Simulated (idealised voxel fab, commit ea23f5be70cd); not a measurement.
process module | voxel wiring stack
For reference, the cross-section in this document is cut, with width 180 nm and square cells of 5 nm.
Cross-section = grid of square cells, listed top down in bands; band = one or more rows.
The entry gives the band's vertical extent as a top height and a bottom height in nm, then its horizontal make-up as materials from left to right, each with a width in nm. "blank" stands for empty space; a single material marked "edge to edge" fills the band edge to edge.
Heads up on the height convention: 0 is the point under which the incoming wafer is all one material, and the lowest band has no bottom, it just keeps going down, like "0 and below".
It should be noted that a width expressed as "30->40" varies in equal increments from row to row of cells within the band, taking the value of the first number at the top row and that of the second number at the bottom row.
"no change occurred", as given for a step, is the statement that not any cell of the cross-section underwent a change during that step.
Enclosed voids (no open way to top), threshold 8 cells or more, entry "Closed-off voids", notation width x height at distance, distance from left edge, nm.
If you see something after the settings on a step's line, that's the simulator's own remark about that step.
overlay nm: right-of-plan distance of the mask on a masked step; negative values mean left-of-plan.

Below is the list of planned process steps:
step 1: RECEIVE: material Si
step 2: CONFORMAL_DEP: material SiO2, thk nm 10
step 3: CONFORMAL_DEP: material SiN, thk nm 5
step 4: DIRECTIONAL_DEP: material SiO2, thk nm 25
step 5: PATTERN: tone open, mask id METAL_1, material resist, width nm 30, pitch nm 60, thk nm 20, overlay nm 0
step 6: DIRECTIONAL_ETCH: etch materials SiO2, depth nm 25
step 7: DIRECTIONAL_ETCH: etch materials SiN, depth nm 5
step 8: STRIP: etch materials resist
step 9: CONFORMAL_DEP: material TiN, thk nm 5
step 10: FILL_DEP: material W, thk nm 5
step 11: CMP: height nm 40
step 12: CONFORMAL_DEP: material SiCN, thk nm 5
step 13: DIRECTIONAL_DEP: material SiO2, thk nm 10
step 14: MASKED_ETCH: tone open, mask id PLUG_1, width nm 15, etch materials SiO2, depth nm 10, overlay nm 0
step 15: MASKED_ETCH: tone open, mask id PLUG_1, width nm 15, etch materials SiCN, depth nm 5, overlay nm 0
step 16: CONFORMAL_DEP: material TiN, thk nm 5
step 17: FILL_DEP: material Cu, thk nm 5
step 18: CMP: height nm 55
step 19: DIRECTIONAL_DEP: material TiN, thk nm 5
step 20: DIRECTIONAL_DEP: material Ru, thk nm 25
step 21: PATTERN: tone cover, mask id METAL_2, material resist, width nm 30, pitch nm 60, thk nm 15, overlay nm 0
step 22: DIRECTIONAL_ETCH: etch materials Ru, depth nm 25
step 23: DIRECTIONAL_ETCH: etch materials TiN, depth nm 5
step 24: STRIP: etch materials resist
step 25: CONFORMAL_DEP: material SiCN, thk nm 5
step 26: FILL_DEP: material SiO2, thk nm 10
step 27: CMP: height nm 85
step 28: CONFORMAL_DEP: material SiCN, thk nm 5
step 29: DIRECTIONAL_DEP: material SiO2, thk nm 30
step 30: DIRECTIONAL_DEP: material aC, thk nm 10
step 31: PATTERN: tone open, mask id METAL_3_HOLES, material resist, width nm 15, pitch nm 60, thk nm 30, overlay nm 0
step 32: DIRECTIONAL_ETCH: etch materials aC, depth nm 10
step 33: STRIP: etch materials resist
step 34: DIRECTIONAL_ETCH: etch materials SiO2, depth nm 30
step 35: STRIP: etch materials aC
step 36: PATTERN: tone open, mask id METAL_3, material resist, width nm 30, pitch nm 60, thk nm 15, overlay nm 0
step 37: DIRECTIONAL_ETCH: etch materials SiO2, depth nm 20
step 38: DIRECTIONAL_ETCH: etch materials SiCN, depth nm 5
step 39: STRIP: etch materials resist
step 40: CONFORMAL_DEP: material TiN, thk nm 5
step 41: FILL_DEP: material Cu, thk nm 10
step 42: CMP: height nm 120
step 43: CONFORMAL_DEP: material SiN, thk nm 5

As received (post step 1): cross-section:
	0 and below  Si edge to edge
	Closed-off voids: none

Run as planned - first of the two wafers cross-sectioned at the end of the module:
	125 down to 120  SiN edge to edge
	120 down to 105  SiO2 45; TiN 5; Cu 20; TiN 5; SiO2 30; TiN 5; Cu 20; TiN 5; SiO2 45
	105 down to 100  SiO2 45; TiN 5; Cu 5; TiN 20; SiO2 30; TiN 5; Cu 5; TiN 20; SiO2 45
	100 down to 90  SiO2 45; TiN 5; Cu 5; TiN 5; SiO2 45; TiN 5; Cu 5; TiN 5; SiO2 60
	90 down to 85  SiCN 45; TiN 15; SiCN 45; TiN 15; SiCN 60
	85 down to 60  SiO2 40; SiCN 5; Ru 30; SiCN 5; SiO2 20; SiCN 5; Ru 30; SiCN 5; SiO2 40
	60 down to 55  SiCN 45; TiN 30; SiCN 30; TiN 30; SiCN 45
	55 down to 45  SiO2 45; TiN 5; Cu 5; TiN 5; SiO2 120
	45 down to 40  SiCN 45; TiN 15; SiCN 120
	40 down to 15  SiO2 45; TiN 5; W 20; TiN 5; SiO2 30; TiN 5; W 20; TiN 5; SiO2 45
	15 down to 10  SiN 45; TiN 30; SiN 30; TiN 30; SiN 45
	10 down to 0  SiO2 edge to edge
	0 and below  Si edge to edge
	Closed-off voids: none

Wafer two, end of module, cross-section. Same start, same plan as wafer one. One mistake in the run:
	125 down to 120  SiN edge to edge
	120 down to 105  SiO2 45; TiN 5; Cu 20; TiN 5; SiO2 30; TiN 5; Cu 20; TiN 5; SiO2 45
	105 down to 100  SiO2 45; TiN 5; Cu 5; TiN 20; SiO2 30; TiN 5; Cu 5; TiN 20; SiO2 45
	100 down to 90  SiO2 45; TiN 5; Cu 5; TiN 5; SiO2 45; TiN 5; Cu 5; TiN 5; SiO2 60
	90 down to 85  SiCN 45; TiN 15; SiCN 45; TiN 15; SiCN 60
	85 down to 60  SiO2 40; TiN 5; Ru 30; TiN 5; SiO2 20; TiN 5; Ru 30; TiN 5; SiO2 40
	60 down to 55  TiN edge to edge
	55 down to 45  SiO2 45; TiN 5; Cu 5; TiN 5; SiO2 120
	45 down to 40  SiCN 45; TiN 15; SiCN 120
	40 down to 15  SiO2 45; TiN 5; W 20; TiN 5; SiO2 30; TiN 5; W 20; TiN 5; SiO2 45
	15 down to 10  SiN 45; TiN 30; SiN 30; TiN 30; SiN 45
	10 down to 0  SiO2 edge to edge
	0 and below  Si edge to edge
	Closed-off voids: none
Plan not followed: step 25 did not happen as planned, as run it was CONFORMAL_DEP: material TiN, thk nm 5
Counted in cells at the end, the second wafer holds more or fewer of these materials than the first: SiCN: 44 fewer; TiN: 44 more
